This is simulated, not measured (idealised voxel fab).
This section sets out a process module, namely voxel trench capacitor.
For reference, the cross-section in this document is cut, with width 245 nm and square cells of 5 nm.
Heads up, the way a cross-section reads in here is a grid of square cells, handed over as bands from the top down, with every band being one or more rows of cells.
Heights first: top, then bottom, in nm. Then materials, left to right, each with a width in nm. "all across" on a single material: fills the band edge to edge. "empty": empty space.
Heights are measured from 0, the level below which the as-received wafer is all one material; the lowest band has no bottom and continues downward, written as in "top 0, no bottom".
With a width like "30 to 40", each row of cells in the band differs from the next by the same amount, the top row carrying the first number and the bottom row the second.
"stayed the same" -> step changed no cross-section cell.
Under "Closed-off voids" you'll find the enclosed gaps, the ones with no way out to the top, that are 8 cells or bigger; each reads width x height at distance, with distance counted from the left edge, everything in nm.
Post-settings text on a step line: simulator's own remark regarding the step.
overlay nm, on a step with a mask: how far to the right of its planned place the mask lay; to the left if negative
**The following list gives the planned process steps**
| 1 | RECEIVE,material Si |
| 2 | CONFORMAL_DEP,material SiN,thk nm 5 |
| 3 | PATTERN,tone open,mask id TRENCH,material resist,width nm 30,pitch nm 45,thk nm 15,overlay nm 0 |
| 4 | DIRECTIONAL_ETCH,etch materials SiN,depth nm 5 |
| 5 | DIRECTIONAL_ETCH,etch materials Si,depth nm 40 |
| 6 | STRIP,etch materials resist |
| 7 | CONFORMAL_DEP,material HfO2,thk nm 5 |
| 8 | CONFORMAL_DEP,material TiN,thk nm 5 |
| 9 | FILL_DEP,material W,thk nm 5 |
| 10 | CMP,height nm 5 |
**As received (post step 1): cross-section**
- top 0, no bottom  Si all across
- Closed-off voids: none
**Cross-section, first of two wafers, end of module, run as planned**
- top 5, bottom 0  SiN: 40, then HfO2: 5, then TiN: 5, then W: 10, then TiN: 5, then HfO2: 5, then SiN: 15, then HfO2: 5, then TiN: 5, then W: 10, then TiN: 5, then HfO2: 5, then SiN: 15, then HfO2: 5, then TiN: 5, then W: 10, then TiN: 5, then HfO2: 5, then SiN: 15, then HfO2: 5, then TiN: 5, then W: 10, then TiN: 5, then HfO2: 5, then SiN: 40
- top 0, bottom -30  Si: 40, then HfO2: 5, then TiN: 5, then W: 10, then TiN: 5, then HfO2: 5, then Si: 15, then HfO2: 5, then TiN: 5, then W: 10, then TiN: 5, then HfO2: 5, then Si: 15, then HfO2: 5, then TiN: 5, then W: 10, then TiN: 5, then HfO2: 5, then Si: 15, then HfO2: 5, then TiN: 5, then W: 10, then TiN: 5, then HfO2: 5, then Si: 40
- top -30, bottom -35  Si: 40, then HfO2: 5, then TiN: 20, then HfO2: 5, then Si: 15, then HfO2: 5, then TiN: 20, then HfO2: 5, then Si: 15, then HfO2: 5, then TiN: 20, then HfO2: 5, then Si: 15, then HfO2: 5, then TiN: 20, then HfO2: 5, then Si: 40
- top -35, bottom -40  Si: 40, then HfO2: 30, then Si: 15, then HfO2: 30, then Si: 15, then HfO2: 30, then Si: 15, then HfO2: 30, then Si: 40
- top -40, no bottom  Si all across
- Closed-off voids: none
**Cross-section of the latter of the two wafers at module completion. It had an identical start and an identical plan to the former; in running it, one mistake was made**
- top 0, bottom -30  Si: 40, then HfO2: 5, then TiN: 5, then W: 10, then TiN: 5, then HfO2: 5, then Si: 15, then HfO2: 5, then TiN: 5, then W: 10, then TiN: 5, then HfO2: 5, then Si: 15, then HfO2: 5, then TiN: 5, then W: 10, then TiN: 5, then HfO2: 5, then Si: 15, then HfO2: 5, then TiN: 5, then W: 10, then TiN: 5, then HfO2: 5, then Si: 40
- top -30, bottom -35  Si: 40, then HfO2: 5, then TiN: 20, then HfO2: 5, then Si: 15, then HfO2: 5, then TiN: 20, then HfO2: 5, then Si: 15, then HfO2: 5, then TiN: 20, then HfO2: 5, then Si: 15, then HfO2: 5, then TiN: 20, then HfO2: 5, then Si: 40
- top -35, bottom -40  Si: 40, then HfO2: 30, then Si: 15, then HfO2: 30, then Si: 15, then HfO2: 30, then Si: 15, then HfO2: 30, then Si: 40
- top -40, no bottom  Si all across
- Closed-off voids: none
Heads up, the wafer didn't run the way we planned it: step 10 was run on a setting that differed from the plan, and what really ran there is CMP,height nm 0
Final wafer comparison in cells, second versus first, more or fewer per material: 8 fewer of HfO2, 25 fewer of SiN, 8 fewer of TiN, 8 fewer of W
